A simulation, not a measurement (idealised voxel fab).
Process module under the name voxel transistor to metal
It is cross-section cut that appears here, measuring 160 nm in width, its square cells being 5 nm in size.
Cross-section format: a grid of square cells, given as bands from top to bottom; each band is one or more rows of cells.
For a band, the entry starts with two heights in nm, that of the top and then that of the bottom, and carries on with the band's materials in order from left to right, each alongside its width in nm; the word "everywhere" beside a single material means it fills the band edge to edge, and "empty" means empty space.
Note: height 0 marks the level under which the wafer is uniformly one material as received. Lowest band unbounded below, written "top 0, no bottom".
A two-number width, for instance "30..40", indicates that the width is equal to the first number in the top row of the band and to the second number in the bottom row, and that it changes by a constant amount per row of cells.
Basically "no alterations made" means that step didn't change any cell in the cross-section.
"Closed void entries" enumerates empty spaces isolated from the top, with no open way to it, that contain at least 8 cells, giving each as width x height at distance from the left edge, all three in nm.
Where a step's line continues beyond its settings, the continuation is a remark by the simulator itself on that step.
overlay nm: on a step with a mask, how far right of its planned place the mask lay; negative means left.
# These are the steps we planned for the process
| 1 | RECEIVE [material Si] |
| 2 | OXIDIZE [depth nm 5] |
| 3 | CONFORMAL_DEP [material SiN] [thk nm 10] |
| 4 | PATTERN [tone cover] [mask id ACTIVE] [material resist] [width nm 100] [thk nm 20] [overlay nm 0] |
| 5 | DIRECTIONAL_ETCH [etch materials SiN] [depth nm 10] |
| 6 | DIRECTIONAL_ETCH [etch materials SiO2] [depth nm 5] |
| 7 | DIRECTIONAL_ETCH [etch materials Si] [depth nm 30] |
| 8 | STRIP [etch materials resist] |
| 9 | OXIDIZE [depth nm 5] |
| 10 | FILL_DEP [material SiO2] [thk nm 5] |
| 11 | CMP [height nm 10] |
| 12 | SELECTIVE_ETCH [etch materials SiO2] [depth nm 5] |
| 13 | STRIP [etch materials SiN] |
| 14 | SELECTIVE_ETCH [etch materials SiO2] [depth nm 5] |
| 15 | OXIDIZE [depth nm 5] |
| 16 | DIRECTIONAL_DEP [material polySi] [thk nm 25] |
| 17 | DIRECTIONAL_DEP [material SiCN] [thk nm 15] |
| 18 | MASKED_ETCH [tone cover] [mask id GATE] [width nm 20] [etch materials SiCN] [depth nm 25] [overlay nm 0] |
| 19 | MASKED_ETCH [tone cover] [mask id GATE] [width nm 20] [etch materials polySi] [depth nm 35] [overlay nm 0] |
| 20 | CONFORMAL_DEP [material SiN] [thk nm 5] |
| 21 | DIRECTIONAL_ETCH [etch materials SiN] [depth nm 5] |
| 22 | DIRECTIONAL_ETCH [etch materials SiO2] [depth nm 5] |
| 23 | EPI [material nSi] [thk nm 5] |
| 24 | FILL_DEP [material SiO2] [thk nm 5] |
| 25 | CMP [height nm 35] |
| 26 | DIRECTIONAL_DEP [material SiO2] [thk nm 15] |
| 27 | PATTERN [tone open] [mask id CONTACT] [material resist] [width nm 20] [pitch nm 70] [thk nm 20] [overlay nm 0] |
| 28 | DIRECTIONAL_ETCH [etch materials SiO2] [depth nm 55] |
| 29 | STRIP [etch materials resist] |
| 30 | CONFORMAL_DEP [material TiN] [thk nm 5] |
| 31 | FILL_DEP [material W] [thk nm 10] |
| 32 | CMP [height nm 50] |
| 33 | CONFORMAL_DEP [material SiN] [thk nm 5] |
| 34 | DIRECTIONAL_DEP [material lowk] [thk nm 20] |
| 35 | PATTERN [tone open] [mask id METAL_1] [material resist] [width nm 20] [pitch nm 70] [thk nm 15] [overlay nm 0] |
| 36 | DIRECTIONAL_ETCH [etch materials lowk] [depth nm 20] |
| 37 | DIRECTIONAL_ETCH [etch materials SiN] [depth nm 5] |
| 38 | STRIP [etch materials resist] |
| 39 | CONFORMAL_DEP [material TiN] [thk nm 5] |
| 40 | FILL_DEP [material Ru] [thk nm 10] |
| 41 | CMP [height nm 75] |
| 42 | CONFORMAL_DEP [material SiCN] [thk nm 5] |
| 43 | DIRECTIONAL_DEP [material lowk] [thk nm 25] |
| 44 | DIRECTIONAL_DEP [material aC] [thk nm 15] |
| 45 | PATTERN [tone open] [mask id METAL_2_HOLES] [material resist] [width nm 15] [pitch nm 70] [thk nm 35] [overlay nm 0] |
| 46 | DIRECTIONAL_ETCH [etch materials aC] [depth nm 15] |
| 47 | STRIP [etch materials resist] |
| 48 | DIRECTIONAL_ETCH [etch materials lowk] [depth nm 25] |
| 49 | STRIP [etch materials aC] |
| 50 | PATTERN [tone open] [mask id METAL_2] [material resist] [width nm 20] [pitch nm 70] [thk nm 15] [overlay nm 0] |
| 51 | DIRECTIONAL_ETCH [etch materials lowk] [depth nm 15] |
| 52 | DIRECTIONAL_ETCH [etch materials SiCN] [depth nm 5] |
| 53 | STRIP [etch materials resist] |
| 54 | CONFORMAL_DEP [material TiN] [thk nm 5] |
| 55 | FILL_DEP [material Cu] [thk nm 10] |
| 56 | CMP [height nm 105] |
| 57 | CONFORMAL_DEP [material SiCN] [thk nm 5] |
# First of two wafers, processed according to plan
# Cross-section of the wafer as it came to us, i.e., already through step 1
    top 0, no bottom  Si everywhere
    Closed void entries: none
# Cross-section through the wafer, step 2 finished
    top 0, bottom -5  SiO2 everywhere
    Below -5 it's all the same as before, nothing changed down there.
# Cross-section through the wafer, step 3 finished
    top 10, bottom 0  SiN everywhere
    Below 0 it's all the same as before, nothing changed down there.
# Cross-section through the wafer, step 4 finished
    top 30, bottom 10  empty=30; resist=100; empty=30
    Below 10 it's all the same as before, nothing changed down there.
# Cross-section through the wafer, step 5 finished
    top 30, bottom 10  empty=30; resist=100; empty=30
    top 10, bottom 0  empty=30; SiN=100; empty=30
    Below 0 it's all the same as before, nothing changed down there.
# Cross-section through the wafer, step 6 finished
    top 30, bottom 10  empty=30; resist=100; empty=30
    top 10, bottom 0  empty=30; SiN=100; empty=30
    top 0, bottom -5  empty=30; SiO2=100; empty=30
    Below -5 it's all the same as before, nothing changed down there.
# Cross-section through the wafer, step 7 finished
    top 30, bottom 10  empty=30; resist=100; empty=30
    top 10, bottom 0  empty=30; SiN=100; empty=30
    top 0, bottom -5  empty=30; SiO2=100; empty=30
    top -5, bottom -35  empty=30; Si=100; empty=30
    Below -35 it's all the same as before, nothing changed down there.
# Cross-section through the wafer, step 8 finished
    top 10, bottom 0  empty=30; SiN=100; empty=30
    Below 0 it's all the same as before, nothing changed down there.
# Cross-section through the wafer, step 9 finished
    top 10, bottom 0  empty=30; SiN=100; empty=30
    top 0, bottom -5  empty=30; SiO2=100; empty=30
    top -5, bottom -35  empty=30; SiO2=5; Si=90; SiO2=5; empty=30
    top -35, bottom -40  SiO2=35; Si=90; SiO2=35
    Below -40 it's all the same as before, nothing changed down there.
# Cross-section through the wafer, step 10 finished
    top 15, bottom 10  SiO2 everywhere
    top 10, bottom 0  SiO2=30; SiN=100; SiO2=30
    top 0, bottom -5  SiO2 everywhere
    top -5, bottom -40  SiO2=35; Si=90; SiO2=35
    Below -40 it's all the same as before, nothing changed down there.
# Cross-section through the wafer, step 11 finished
    top 10, bottom 0  SiO2=30; SiN=100; SiO2=30
    Below 0 it's all the same as before, nothing changed down there.
# Cross-section through the wafer, step 12 finished
    top 10, bottom 5  empty=30; SiN=100; empty=30
    Below 5 it's all the same as before, nothing changed down there.
# Cross-section through the wafer, step 13 finished
    top 5, bottom 0  SiO2=30; empty=100; SiO2=30
    Below 0 it's all the same as before, nothing changed down there.
# Cross-section through the wafer, step 14 finished
    top 0, bottom -5  SiO2=25; empty=110; SiO2=25
    Below -5 it's all the same as before, nothing changed down there.
# Cross-section through the wafer, step 15 finished
    top 0, bottom -5  SiO2=25; empty=110; SiO2=25
    top -5, bottom -10  SiO2 everywhere
    Below -10 it's all the same as before, nothing changed down there.
# Cross-section through the wafer, step 16 finished
    top 25, bottom 20  polySi=25; empty=110; polySi=25
    top 20, bottom 0  polySi everywhere
    top 0, bottom -5  SiO2=25; polySi=110; SiO2=25
    Below -5 it's all the same as before, nothing changed down there.
# Cross-section through the wafer, step 17 finished
    top 40, bottom 35  SiCN=25; empty=110; SiCN=25
    top 35, bottom 25  SiCN everywhere
    top 25, bottom 20  polySi=25; SiCN=110; polySi=25
    Below 20 it's all the same as before, nothing changed down there.
# Cross-section through the wafer, step 18 finished
    top 35, bottom 25  empty=70; SiCN=20; empty=70
    top 25, bottom 20  polySi=25; empty=45; SiCN=20; empty=45; polySi=25
    Below 20 it's all the same as before, nothing changed down there.
# Cross-section through the wafer, step 19 finished
    top 35, bottom 20  empty=70; SiCN=20; empty=70
    top 20, bottom 0  empty=70; polySi=20; empty=70
    top 0, bottom -5  SiO2=25; empty=45; polySi=20; empty=45; SiO2=25
    Below -5 it's all the same as before, nothing changed down there.
# Cross-section through the wafer, step 20 finished
    top 40, bottom 35  empty=65; SiN=30; empty=65
    top 35, bottom 20  empty=65; SiN=5; SiCN=20; SiN=5; empty=65
    top 20, bottom 5  empty=65; SiN=5; polySi=20; SiN=5; empty=65
    top 5, bottom 0  SiN=30; empty=35; SiN=5; polySi=20; SiN=5; empty=35; SiN=30
    top 0, bottom -5  SiO2=25; SiN=45; polySi=20; SiN=45; SiO2=25
    Below -5 it's all the same as before, nothing changed down there.
# Cross-section through the wafer, step 21 finished
    top 35, bottom 20  empty=65; SiN=5; SiCN=20; SiN=5; empty=65
    top 20, bottom 0  empty=65; SiN=5; polySi=20; SiN=5; empty=65
    top 0, bottom -5  SiO2=25; SiN=5; empty=35; SiN=5; polySi=20; SiN=5; empty=35; SiN=5; SiO2=25
    Below -5 it's all the same as before, nothing changed down there.
# Cross-section through the wafer, step 22 finished
    top 35, bottom 20  empty=65; SiN=5; SiCN=20; SiN=5; empty=65
    top 20, bottom 0  empty=65; SiN=5; polySi=20; SiN=5; empty=65
    top 0, bottom -5  empty=25; SiN=5; empty=35; SiN=5; polySi=20; SiN=5; empty=35; SiN=5; empty=25
    top -5, bottom -10  SiO2=30; empty=35; SiO2=30; empty=35; SiO2=30
    Below -10 it's all the same as before, nothing changed down there.
# Cross-section through the wafer, step 23 finished
    top 35, bottom 20  empty=65; SiN=5; SiCN=20; SiN=5; empty=65
    top 20, bottom 0  empty=65; SiN=5; polySi=20; SiN=5; empty=65
    top 0, bottom -5  empty=25; SiN=5; empty=35; SiN=5; polySi=20; SiN=5; empty=35; SiN=5; empty=25
    top -5, bottom -10  SiO2=30; nSi=35; SiO2=30; nSi=35; SiO2=30
    Below -10 it's all the same as before, nothing changed down there.
# Cross-section through the wafer, step 24 finished
    top 40, bottom 35  SiO2 everywhere
    top 35, bottom 20  SiO2=65; SiN=5; SiCN=20; SiN=5; SiO2=65
    top 20, bottom 0  SiO2=65; SiN=5; polySi=20; SiN=5; SiO2=65
    top 0, bottom -5  SiO2=25; SiN=5; SiO2=35; SiN=5; polySi=20; SiN=5; SiO2=35; SiN=5; SiO2=25
    Below -5 it's all the same as before, nothing changed down there.
# Cross-section through the wafer, step 25 finished
    top 35, bottom 20  SiO2=65; SiN=5; SiCN=20; SiN=5; SiO2=65
    Below 20 it's all the same as before, nothing changed down there.
# Cross-section through the wafer, step 26 finished
    top 50, bottom 35  SiO2 everywhere
    Below 35 it's all the same as before, nothing changed down there.
# Cross-section through the wafer, step 27 finished
    top 70, bottom 50  resist=35; empty=20; resist=50; empty=20; resist=35
    Below 50 it's all the same as before, nothing changed down there.
# Cross-section through the wafer, step 28 finished
    top 70, bottom 50  resist=35; empty=20; resist=50; empty=20; resist=35
    top 50, bottom 35  SiO2=35; empty=20; SiO2=50; empty=20; SiO2=35
    top 35, bottom 20  SiO2=35; empty=20; SiO2=10; SiN=5; SiCN=20; SiN=5; SiO2=10; empty=20; SiO2=35
    top 20, bottom 0  SiO2=35; empty=20; SiO2=10; SiN=5; polySi=20; SiN=5; SiO2=10; empty=20; SiO2=35
    top 0, bottom -5  SiO2=25; SiN=5; SiO2=5; empty=20; SiO2=10; SiN=5; polySi=20; SiN=5; SiO2=10; empty=20; SiO2=5; SiN=5; SiO2=25
    Below -5 it's all the same as before, nothing changed down there.
# Cross-section through the wafer, step 29 finished
    top 50, bottom 35  SiO2=35; empty=20; SiO2=50; empty=20; SiO2=35
    Below 35 it's all the same as before, nothing changed down there.
# Cross-section through the wafer, step 30 finished
    top 55, bottom 50  TiN=40; empty=10; TiN=60; empty=10; TiN=40
    top 50, bottom 35  SiO2=35; TiN=5; empty=10; TiN=5; SiO2=50; TiN=5; empty=10; TiN=5; SiO2=35
    top 35, bottom 20  SiO2=35; TiN=5; empty=10; TiN=5; SiO2=10; SiN=5; SiCN=20; SiN=5; SiO2=10; TiN=5; empty=10; TiN=5; SiO2=35
    top 20, bottom 0  SiO2=35; TiN=5; empty=10; TiN=5; SiO2=10; SiN=5; polySi=20; SiN=5; SiO2=10; TiN=5; empty=10; TiN=5; SiO2=35
    top 0, bottom -5  SiO2=25; SiN=5; SiO2=5; TiN=20; SiO2=10; SiN=5; polySi=20; SiN=5; SiO2=10; TiN=20; SiO2=5; SiN=5; SiO2=25
    Below -5 it's all the same as before, nothing changed down there.
# Cross-section through the wafer, step 31 finished
    top 65, bottom 55  W everywhere
    top 55, bottom 50  TiN=40; W=10; TiN=60; W=10; TiN=40
    top 50, bottom 35  SiO2=35; TiN=5; W=10; TiN=5; SiO2=50; TiN=5; W=10; TiN=5; SiO2=35
    top 35, bottom 20  SiO2=35; TiN=5; W=10; TiN=5; SiO2=10; SiN=5; SiCN=20; SiN=5; SiO2=10; TiN=5; W=10; TiN=5; SiO2=35
    top 20, bottom 0  SiO2=35; TiN=5; W=10; TiN=5; SiO2=10; SiN=5; polySi=20; SiN=5; SiO2=10; TiN=5; W=10; TiN=5; SiO2=35
    Below 0 it's all the same as before, nothing changed down there.
# Cross-section through the wafer, step 32 finished
    top 50, bottom 35  SiO2=35; TiN=5; W=10; TiN=5; SiO2=50; TiN=5; W=10; TiN=5; SiO2=35
    Below 35 it's all the same as before, nothing changed down there.
# Cross-section through the wafer, step 33 finished
    top 55, bottom 50  SiN everywhere
    Below 50 it's all the same as before, nothing changed down there.
# Cross-section through the wafer, step 34 finished
    top 75, bottom 55  lowk everywhere
    Below 55 it's all the same as before, nothing changed down there.
# Cross-section through the wafer, step 35 finished
    top 90, bottom 75  resist=35; empty=20; resist=50; empty=20; resist=35
    Below 75 it's all the same as before, nothing changed down there.
# Cross-section through the wafer, step 36 finished
    top 90, bottom 75  resist=35; empty=20; resist=50; empty=20; resist=35
    top 75, bottom 55  lowk=35; empty=20; lowk=50; empty=20; lowk=35
    Below 55 it's all the same as before, nothing changed down there.
# Cross-section through the wafer, step 37 finished
    top 90, bottom 75  resist=35; empty=20; resist=50; empty=20; resist=35
    top 75, bottom 55  lowk=35; empty=20; lowk=50; empty=20; lowk=35
    top 55, bottom 50  SiN=35; empty=20; SiN=50; empty=20; SiN=35
    Below 50 it's all the same as before, nothing changed down there.
# Cross-section through the wafer, step 38 finished
    top 75, bottom 55  lowk=35; empty=20; lowk=50; empty=20; lowk=35
    Below 55 it's all the same as before, nothing changed down there.
# Cross-section through the wafer, step 39 finished
    top 80, bottom 75  TiN=40; empty=10; TiN=60; empty=10; TiN=40
    top 75, bottom 55  lowk=35; TiN=5; empty=10; TiN=5; lowk=50; TiN=5; empty=10; TiN=5; lowk=35
    top 55, bottom 50  SiN=35; TiN=20; SiN=50; TiN=20; SiN=35
    Below 50 it's all the same as before, nothing changed down there.
# Cross-section through the wafer, step 40 finished
    top 90, bottom 80  Ru everywhere
    top 80, bottom 75  TiN=40; Ru=10; TiN=60; Ru=10; TiN=40
    top 75, bottom 55  lowk=35; TiN=5; Ru=10; TiN=5; lowk=50; TiN=5; Ru=10; TiN=5; lowk=35
    Below 55 it's all the same as before, nothing changed down there.
# Cross-section through the wafer, step 41 finished
    top 75, bottom 55  lowk=35; TiN=5; Ru=10; TiN=5; lowk=50; TiN=5; Ru=10; TiN=5; lowk=35
    Below 55 it's all the same as before, nothing changed down there.
# Cross-section through the wafer, step 42 finished
    top 80, bottom 75  SiCN everywhere
    Below 75 it's all the same as before, nothing changed down there.
# Cross-section through the wafer, step 43 finished
    top 105, bottom 80  lowk everywhere
    Below 80 it's all the same as before, nothing changed down there.
# Cross-section through the wafer, step 44 finished
    top 120, bottom 105  aC everywhere
    Below 105 it's all the same as before, nothing changed down there.
# Cross-section through the wafer, step 45 finished
    top 155, bottom 120  resist=35; empty=15; resist=55; empty=15; resist=40
    Below 120 it's all the same as before, nothing changed down there.
# Cross-section through the wafer, step 46 finished
    top 140, bottom 120  resist=35; empty=15; resist=55; empty=15; resist=40
    top 120, bottom 105  aC=35; empty=15; aC=55; empty=15; aC=40
    Below 105 it's all the same as before, nothing changed down there.
# Cross-section through the wafer, step 47 finished
    top 120, bottom 105  aC=35; empty=15; aC=55; empty=15; aC=40
    Below 105 it's all the same as before, nothing changed down there.
# Cross-section through the wafer, step 48 finished
    top 120, bottom 105  aC=35; empty=15; aC=55; empty=15; aC=40
    top 105, bottom 80  lowk=35; empty=15; lowk=55; empty=15; lowk=40
    Below 80 it's all the same as before, nothing changed down there.
# Cross-section through the wafer, step 49 finished
    top 105, bottom 80  lowk=35; empty=15; lowk=55; empty=15; lowk=40
    Below 80 it's all the same as before, nothing changed down there.
# Cross-section through the wafer, step 50 finished
    top 120, bottom 105  resist=35; empty=20; resist=50; empty=20; resist=35
    Below 105 it's all the same as before, nothing changed down there.
# Cross-section through the wafer, step 51 finished
    top 120, bottom 105  resist=35; empty=20; resist=50; empty=20; resist=35
    top 105, bottom 90  lowk=35; empty=20; lowk=50; empty=20; lowk=35
    Below 90 it's all the same as before, nothing changed down there.
# Cross-section through the wafer, step 52 finished
    top 120, bottom 105  resist=35; empty=20; resist=50; empty=20; resist=35
    top 105, bottom 90  lowk=35; empty=20; lowk=50; empty=20; lowk=35
    top 90, bottom 80  lowk=35; empty=15; lowk=55; empty=15; lowk=40
    top 80, bottom 75  SiCN=35; empty=15; SiCN=55; empty=15; SiCN=40
    Below 75 it's all the same as before, nothing changed down there.
# Cross-section through the wafer, step 53 finished
    top 105, bottom 90  lowk=35; empty=20; lowk=50; empty=20; lowk=35
    Below 90 it's all the same as before, nothing changed down there.
# Cross-section through the wafer, step 54 finished
    top 110, bottom 105  TiN=40; empty=10; TiN=60; empty=10; TiN=40
    top 105, bottom 95  lowk=35; TiN=5; empty=10; TiN=5; lowk=50; TiN=5; empty=10; TiN=5; lowk=35
    top 95, bottom 90  lowk=35; TiN=5; empty=5; TiN=10; lowk=50; TiN=5; empty=5; TiN=10; lowk=35
    top 90, bottom 80  lowk=35; TiN=5; empty=5; TiN=5; lowk=55; TiN=5; empty=5; TiN=5; lowk=40
    top 80, bottom 75  SiCN=35; TiN=15; SiCN=55; TiN=15; SiCN=40
    Below 75 it's all the same as before, nothing changed down there.
# Cross-section through the wafer, step 55 finished
    top 120, bottom 110  Cu everywhere
    top 110, bottom 105  TiN=40; Cu=10; TiN=60; Cu=10; TiN=40
    top 105, bottom 95  lowk=35; TiN=5; Cu=10; TiN=5; lowk=50; TiN=5; Cu=10; TiN=5; lowk=35
    top 95, bottom 90  lowk=35; TiN=5; Cu=5; TiN=10; lowk=50; TiN=5; Cu=5; TiN=10; lowk=35
    top 90, bottom 80  lowk=35; TiN=5; Cu=5; TiN=5; lowk=55; TiN=5; Cu=5; TiN=5; lowk=40
    Below 80 it's all the same as before, nothing changed down there.
# Cross-section through the wafer, step 56 finished
    top 105, bottom 95  lowk=35; TiN=5; Cu=10; TiN=5; lowk=50; TiN=5; Cu=10; TiN=5; lowk=35
    Below 95 it's all the same as before, nothing changed down there.
# Cross-section through the wafer, step 57 finished
    top 110, bottom 105  SiCN everywhere
    Below 105 it's all the same as before, nothing changed down there.
# Regarding the second of the two wafers: it shared the first wafer's starting condition and process plan, yet one error occurred during its execution. Its history coincides with that of the first wafer up to and including step 49
# Cross-section of the second wafer at the time by which step 50 should have been completed according to the plan
    top 120, bottom 105  resist=35; empty=25; resist=45; empty=25; resist=30
    Below 105 it's all the same as before, nothing changed down there.
# Cross-section of the second wafer at the time by which step 51 should have been completed according to the plan
    top 120, bottom 105  resist=35; empty=25; resist=45; empty=25; resist=30
    top 105, bottom 90  lowk=35; empty=25; lowk=45; empty=25; lowk=30
    Below 90 it's all the same as before, nothing changed down there.
# Cross-section of the second wafer at the time by which step 52 should have been completed according to the plan
    top 120, bottom 105  resist=35; empty=25; resist=45; empty=25; resist=30
    top 105, bottom 90  lowk=35; empty=25; lowk=45; empty=25; lowk=30
    top 90, bottom 80  lowk=35; empty=15; lowk=55; empty=15; lowk=40
    top 80, bottom 75  SiCN=35; empty=15; SiCN=55; empty=15; SiCN=40
    Below 75 it's all the same as before, nothing changed down there.
# Cross-section of the second wafer at the time by which step 53 should have been completed according to the plan
    top 105, bottom 90  lowk=35; empty=25; lowk=45; empty=25; lowk=30
    Below 90 it's all the same as before, nothing changed down there.
# Cross-section of the second wafer at the time by which step 54 should have been completed according to the plan
    top 110, bottom 105  TiN=40; empty=15; TiN=55; empty=15; TiN=35
    top 105, bottom 95  lowk=35; TiN=5; empty=15; TiN=5; lowk=45; TiN=5; empty=15; TiN=5; lowk=30
    top 95, bottom 90  lowk=35; TiN=5; empty=5; TiN=15; lowk=45; TiN=5; empty=5; TiN=15; lowk=30
    top 90, bottom 80  lowk=35; TiN=5; empty=5; TiN=5; lowk=55; TiN=5; empty=5; TiN=5; lowk=40
    top 80, bottom 75  SiCN=35; TiN=15; SiCN=55; TiN=15; SiCN=40
    Below 75 it's all the same as before, nothing changed down there.
# Cross-section of the second wafer at the time by which step 55 should have been completed according to the plan
    top 120, bottom 110  Cu everywhere
    top 110, bottom 105  TiN=40; Cu=15; TiN=55; Cu=15; TiN=35
    top 105, bottom 95  lowk=35; TiN=5; Cu=15; TiN=5; lowk=45; TiN=5; Cu=15; TiN=5; lowk=30
    top 95, bottom 90  lowk=35; TiN=5; Cu=5; TiN=15; lowk=45; TiN=5; Cu=5; TiN=15; lowk=30
    top 90, bottom 80  lowk=35; TiN=5; Cu=5; TiN=5; lowk=55; TiN=5; Cu=5; TiN=5; lowk=40
    Below 80 it's all the same as before, nothing changed down there.
# Cross-section of the second wafer at the time by which step 56 should have been completed according to the plan
    top 105, bottom 95  lowk=35; TiN=5; Cu=15; TiN=5; lowk=45; TiN=5; Cu=15; TiN=5; lowk=30
    Below 95 it's all the same as before, nothing changed down there.
# Cross-section of the second wafer at the time by which step 57 should have been completed according to the plan
    top 110, bottom 105  SiCN everywhere
    Below 105 it's all the same as before, nothing changed down there.
So what did we get wrong on this run? step 50 was processed under conditions differing from the plan, specifically as PATTERN [tone open] [mask id METAL_2] [material resist] [width nm 25] [pitch nm 70] [thk nm 15] [overlay nm 0]
Materials where the second wafer ends with more or fewer cells than the first: Cu: 4 more, TiN: 2 more, lowk: 6 fewer
